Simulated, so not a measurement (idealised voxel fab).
Presented below is a process module, voxel tone inversion.
The cross-section shown here is cut; it is 210 nm wide and divided into square cells measuring 5 nm on a side.
The cross-sections in this document take the form of a grid made of square cells. They are written out as bands, in order from top to bottom. Each band consists of one or more rows of cells.
Each band's line starts with the height of the band's top and of its bottom, in nm. Then come its materials from left to right, each with its width in nm. One material with "all across" fills the band from edge to edge. "blank" is empty space.
Height datum 0, below which the as-received substrate wafer is one material. Lowest band open at the bottom, running downward: "0 down".
So if you see something like "30->40" for the width, read it as the top row of the band sitting at the first number and the bottom row at the second, with every row in between moving by the same amount as the last.
"nothing changed" for a step: no cell of the cross-section changed in that step.
"Closed void entries": empty spaces of 8 cells or more with no open way to the top, each given as width x height at distance, distance from the left edge, all in nm.
Where a step's line continues beyond its settings, the continuation is a remark by the simulator itself on that step.
"overlay nm" answers the question of how far to the right of plan the mask lay on a step that has a mask, and when it is negative the answer is to the left.
# Process steps foreseen in the plan
1) RECEIVE | material Si
2) CONFORMAL_DEP | material SiCN | thk nm 10
3) DIRECTIONAL_DEP | material polySi | thk nm 15
4) PATTERN | tone cover | mask id POSTS | material resist | width nm 15 | pitch nm 35 | thk nm 25 | overlay nm 0
5) DIRECTIONAL_ETCH | etch materials polySi | depth nm 15
6) STRIP | etch materials resist
7) FILL_DEP | material lowk | thk nm 10
8) CMP | height nm 25
9) STRIP | etch materials polySi
10) CONFORMAL_DEP | material TiN | thk nm 5
11) FILL_DEP | material W | thk nm 5
12) CMP | height nm 25
13) CONFORMAL_DEP | material SiCN | thk nm 5
# First of the two wafers, run per plan
# Wafer as received: cross-section following step 1
> 0 down | Si all across
> Closed void entries: none
# Presented here is a cross-section of the wafer after step 2 has been performed
> 10 to 0 | SiCN all across
> Beneath the level 0, the cross-section is identical to its previous state.
# Presented here is a cross-section of the wafer after step 3 has been performed
> 25 to 10 | polySi all across
> Beneath the level 10, the cross-section is identical to its previous state.
# Presented here is a cross-section of the wafer after step 4 has been performed
> 50 to 25 | blank 80 nm  resist 15 nm  blank 20 nm  resist 15 nm  blank 80 nm
> Beneath the level 25, the cross-section is identical to its previous state.
# Presented here is a cross-section of the wafer after step 5 has been performed
> 50 to 25 | blank 80 nm  resist 15 nm  blank 20 nm  resist 15 nm  blank 80 nm
> 25 to 10 | blank 80 nm  polySi 15 nm  blank 20 nm  polySi 15 nm  blank 80 nm
> Beneath the level 10, the cross-section is identical to its previous state.
# Presented here is a cross-section of the wafer after step 6 has been performed
> 25 to 10 | blank 80 nm  polySi 15 nm  blank 20 nm  polySi 15 nm  blank 80 nm
> Beneath the level 10, the cross-section is identical to its previous state.
# Presented here is a cross-section of the wafer after step 7 has been performed
> 35 to 25 | lowk all across
> 25 to 10 | lowk 80 nm  polySi 15 nm  lowk 20 nm  polySi 15 nm  lowk 80 nm
> Beneath the level 10, the cross-section is identical to its previous state.
# Presented here is a cross-section of the wafer after step 8 has been performed
> 25 to 10 | lowk 80 nm  polySi 15 nm  lowk 20 nm  polySi 15 nm  lowk 80 nm
> Beneath the level 10, the cross-section is identical to its previous state.
# Presented here is a cross-section of the wafer after step 9 has been performed
> 25 to 10 | lowk 80 nm  blank 15 nm  lowk 20 nm  blank 15 nm  lowk 80 nm
> Beneath the level 10, the cross-section is identical to its previous state.
# Presented here is a cross-section of the wafer after step 10 has been performed
> 30 to 25 | TiN 85 nm  blank 5 nm  TiN 30 nm  blank 5 nm  TiN 85 nm
> 25 to 15 | lowk 80 nm  TiN 5 nm  blank 5 nm  TiN 5 nm  lowk 20 nm  TiN 5 nm  blank 5 nm  TiN 5 nm  lowk 80 nm
> 15 to 10 | lowk 80 nm  TiN 15 nm  lowk 20 nm  TiN 15 nm  lowk 80 nm
> Beneath the level 10, the cross-section is identical to its previous state.
# Presented here is a cross-section of the wafer after step 11 has been performed
> 35 to 30 | W all across
> 30 to 25 | TiN 85 nm  W 5 nm  TiN 30 nm  W 5 nm  TiN 85 nm
> 25 to 15 | lowk 80 nm  TiN 5 nm  W 5 nm  TiN 5 nm  lowk 20 nm  TiN 5 nm  W 5 nm  TiN 5 nm  lowk 80 nm
> Beneath the level 15, the cross-section is identical to its previous state.
# Presented here is a cross-section of the wafer after step 12 has been performed
> 25 to 15 | lowk 80 nm  TiN 5 nm  W 5 nm  TiN 5 nm  lowk 20 nm  TiN 5 nm  W 5 nm  TiN 5 nm  lowk 80 nm
> Beneath the level 15, the cross-section is identical to its previous state.
# Presented here is a cross-section of the wafer after step 13 has been performed
> 30 to 25 | SiCN all across
> Beneath the level 25, the cross-section is identical to its previous state.
# Now the other wafer: same start, same recipe, but we messed up one thing when running it. Up to and including step 3 it's the same as the first one
# Second wafer, sectioned view, at step 4's planned end time
> 50 to 25 | blank 70 nm  resist 15 nm  blank 20 nm  resist 15 nm  blank 90 nm
> Beneath the level 25, the cross-section is identical to its previous state.
# Second wafer, sectioned view, at step 5's planned end time
> 50 to 25 | blank 70 nm  resist 15 nm  blank 20 nm  resist 15 nm  blank 90 nm
> 25 to 10 | blank 70 nm  polySi 15 nm  blank 20 nm  polySi 15 nm  blank 90 nm
> Beneath the level 10, the cross-section is identical to its previous state.
# Second wafer, sectioned view, at step 6's planned end time
> 25 to 10 | blank 70 nm  polySi 15 nm  blank 20 nm  polySi 15 nm  blank 90 nm
> Beneath the level 10, the cross-section is identical to its previous state.
# Second wafer, sectioned view, at step 7's planned end time
> 35 to 25 | lowk all across
> 25 to 10 | lowk 70 nm  polySi 15 nm  lowk 20 nm  polySi 15 nm  lowk 90 nm
> Beneath the level 10, the cross-section is identical to its previous state.
# Second wafer, sectioned view, at step 8's planned end time
> 25 to 10 | lowk 70 nm  polySi 15 nm  lowk 20 nm  polySi 15 nm  lowk 90 nm
> Beneath the level 10, the cross-section is identical to its previous state.
# Second wafer, sectioned view, at step 9's planned end time
> 25 to 10 | lowk 70 nm  blank 15 nm  lowk 20 nm  blank 15 nm  lowk 90 nm
> Beneath the level 10, the cross-section is identical to its previous state.
# Second wafer, sectioned view, at step 10's planned end time
> 30 to 25 | TiN 75 nm  blank 5 nm  TiN 30 nm  blank 5 nm  TiN 95 nm
> 25 to 15 | lowk 70 nm  TiN 5 nm  blank 5 nm  TiN 5 nm  lowk 20 nm  TiN 5 nm  blank 5 nm  TiN 5 nm  lowk 90 nm
> 15 to 10 | lowk 70 nm  TiN 15 nm  lowk 20 nm  TiN 15 nm  lowk 90 nm
> Beneath the level 10, the cross-section is identical to its previous state.
# Second wafer, sectioned view, at step 11's planned end time
> 35 to 30 | W all across
> 30 to 25 | TiN 75 nm  W 5 nm  TiN 30 nm  W 5 nm  TiN 95 nm
> 25 to 15 | lowk 70 nm  TiN 5 nm  W 5 nm  TiN 5 nm  lowk 20 nm  TiN 5 nm  W 5 nm  TiN 5 nm  lowk 90 nm
> Beneath the level 15, the cross-section is identical to its previous state.
# Second wafer, sectioned view, at step 12's planned end time
> 25 to 15 | lowk 70 nm  TiN 5 nm  W 5 nm  TiN 5 nm  lowk 20 nm  TiN 5 nm  W 5 nm  TiN 5 nm  lowk 90 nm
> Beneath the level 15, the cross-section is identical to its previous state.
# Second wafer, sectioned view, at step 13's planned end time
> 30 to 25 | SiCN all across
> Beneath the level 25, the cross-section is identical to its previous state.
Misprocessing identified: off-plan run, step 4, actual operation and settings PATTERN | tone cover | mask id POSTS | material resist | width nm 15 | pitch nm 35 | thk nm 25 | overlay nm -10
In the final comparison it is observed that the number of cells assigned to each material is identical for the two wafers, whereas their placement is not.
